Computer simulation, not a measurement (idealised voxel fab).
The name of this process module is voxel ribs on slabs.
The figure presents cross-section cut, which has a width of 265 nm and is divided into square cells with an edge length of 5 nm.
Throughout this document, each cross-section is represented as a grid of square cells and is presented as a sequence of bands enumerated from the top downward, where a band comprises one or more rows of cells. Within each band entry, the heights of the top and of the bottom of the band appear first, in that order and in nm; the materials of the band then follow from left to right, each with its corresponding width in nm. The designation "edge to edge" on a single material indicates that it fills the band from edge to edge; the designation "blank" indicates empty space. Height reference: 0 = level under which incoming wafer is all one material. Lowest band: no bottom, runs on downward, e.g. "0 -> down". A width such as "30 to 40" changes by the same amount from each row of cells to the next, from the band's top row to its bottom row. The designation "nothing changed", where it is given for a processing step, indicates that no cell of the cross-section was altered in the course of that step. "Closed void catalog" lists enclosed empty spaces (at least 8 cells, no open path upward to the top), each as width x height at distance from the left edge, in nm. Step line, after settings: the simulator's comment on this step. overlay nm: right-of-plan distance of the mask on a masked step; negative values mean left-of-plan.

The planned process steps are enumerated hereunder
- 1: op RECEIVE | material Si
- 2: op DIRECTIONAL_DEP | material SiO2 | thk nm 20
- 3: op DIRECTIONAL_DEP | material polySi | thk nm 15
- 4: op PATTERN | tone cover | mask id RIB | material resist | width nm 30 | thk nm 15 | overlay nm 0
- 5: op DIRECTIONAL_ETCH | etch materials polySi | depth nm 5
- 6: op STRIP | etch materials resist
- 7: op PATTERN | tone cover | mask id SLAB | material resist | width nm 80 | thk nm 20 | overlay nm 0
- 8: op DIRECTIONAL_ETCH | etch materials polySi | depth nm 10
- 9: op STRIP | etch materials resist
- 10: op FILL_DEP | material SiO2 | thk nm 20
- 11: op CMP | height nm 50
- 12: op DIRECTIONAL_DEP | material TiN | thk nm 5
- 13: op DIRECTIONAL_DEP | material aC | thk nm 10
- 14: op PATTERN | tone cover | mask id HEATER | material resist | width nm 40 | thk nm 25 | overlay nm 0
- 15: op DIRECTIONAL_ETCH | etch materials aC | depth nm 10
- 16: op STRIP | etch materials resist
- 17: op DIRECTIONAL_ETCH | etch materials TiN | depth nm 5
- 18: op STRIP | etch materials aC
- 19: op CONFORMAL_DEP | material SiN | thk nm 5

First out of two wafers; run went to plan

Incoming wafer, cross-sectional view, post step 1
- 0 -> down = Si edge to edge
- Closed void catalog: none

Step 2 complete: cross-section through the wafer
- 20 -> 0 = SiO2 edge to edge
- Lower than 0, everything is as it was.

Step 3 complete: cross-section through the wafer
- 35 -> 20 = polySi edge to edge
- Lower than 20, everything is as it was.

Step 4 complete: cross-section through the wafer
- 50 -> 35 = 115 of blank | 30 of resist | 120 of blank
- Lower than 35, everything is as it was.

Step 5 complete: cross-section through the wafer
- 50 -> 35 = 115 of blank | 30 of resist | 120 of blank
- 35 -> 30 = 115 of blank | 30 of polySi | 120 of blank
- Lower than 30, everything is as it was.

Step 6 complete: cross-section through the wafer
- 35 -> 30 = 115 of blank | 30 of polySi | 120 of blank
- Lower than 30, everything is as it was.

Step 7 complete: cross-section through the wafer
- 55 -> 35 = 90 of blank | 80 of resist | 95 of blank
- 35 -> 30 = 90 of blank | 25 of resist | 30 of polySi | 25 of resist | 95 of blank
- Lower than 30, everything is as it was.

Step 8 complete: cross-section through the wafer
- 55 -> 35 = 90 of blank | 80 of resist | 95 of blank
- 35 -> 30 = 90 of blank | 25 of resist | 30 of polySi | 25 of resist | 95 of blank
- 30 -> 20 = 90 of blank | 80 of polySi | 95 of blank
- Lower than 20, everything is as it was.

Step 9 complete: cross-section through the wafer
- 35 -> 30 = 115 of blank | 30 of polySi | 120 of blank
- Lower than 30, everything is as it was.

Step 10 complete: cross-section through the wafer
- 55 -> 35 = SiO2 edge to edge
- 35 -> 30 = 115 of SiO2 | 30 of polySi | 120 of SiO2
- 30 -> 20 = 90 of SiO2 | 80 of polySi | 95 of SiO2
- Lower than 20, everything is as it was.

Step 11 complete: cross-section through the wafer
- 50 -> 35 = SiO2 edge to edge
- Lower than 35, everything is as it was.

Step 12 complete: cross-section through the wafer
- 55 -> 50 = TiN edge to edge
- Lower than 50, everything is as it was.

Step 13 complete: cross-section through the wafer
- 65 -> 55 = aC edge to edge
- Lower than 55, everything is as it was.

Step 14 complete: cross-section through the wafer
- 90 -> 65 = 110 of blank | 40 of resist | 115 of blank
- Lower than 65, everything is as it was.

Step 15 complete: cross-section through the wafer
- 80 -> 65 = 110 of blank | 40 of resist | 115 of blank
- 65 -> 55 = 110 of blank | 40 of aC | 115 of blank
- Lower than 55, everything is as it was.

Step 16 complete: cross-section through the wafer
- 65 -> 55 = 110 of blank | 40 of aC | 115 of blank
- Lower than 55, everything is as it was.

Step 17 complete: cross-section through the wafer
- 65 -> 55 = 110 of blank | 40 of aC | 115 of blank
- 55 -> 50 = 110 of blank | 40 of TiN | 115 of blank
- Lower than 50, everything is as it was.

Step 18 complete: cross-section through the wafer
- 55 -> 50 = 110 of blank | 40 of TiN | 115 of blank
- Lower than 50, everything is as it was.

Step 19 complete: cross-section through the wafer
- 60 -> 55 = 105 of blank | 50 of SiN | 110 of blank
- 55 -> 50 = 110 of SiN | 40 of TiN | 115 of SiN
- Lower than 50, everything is as it was.

Wafer two of two - same starting point, same process plan, one mistake in execution; matches wafer one up to and including step 18

Second wafer cross-section, taken as of the time the plan sets for step 19 to be done: nothing changed
what went wrong: step 19 was dropped from the plan's execution and never run
It is noted that, at the conclusion of processing, the second wafer exhibits a higher or lower cell count for certain materials relative to the first: 55 fewer of SiN
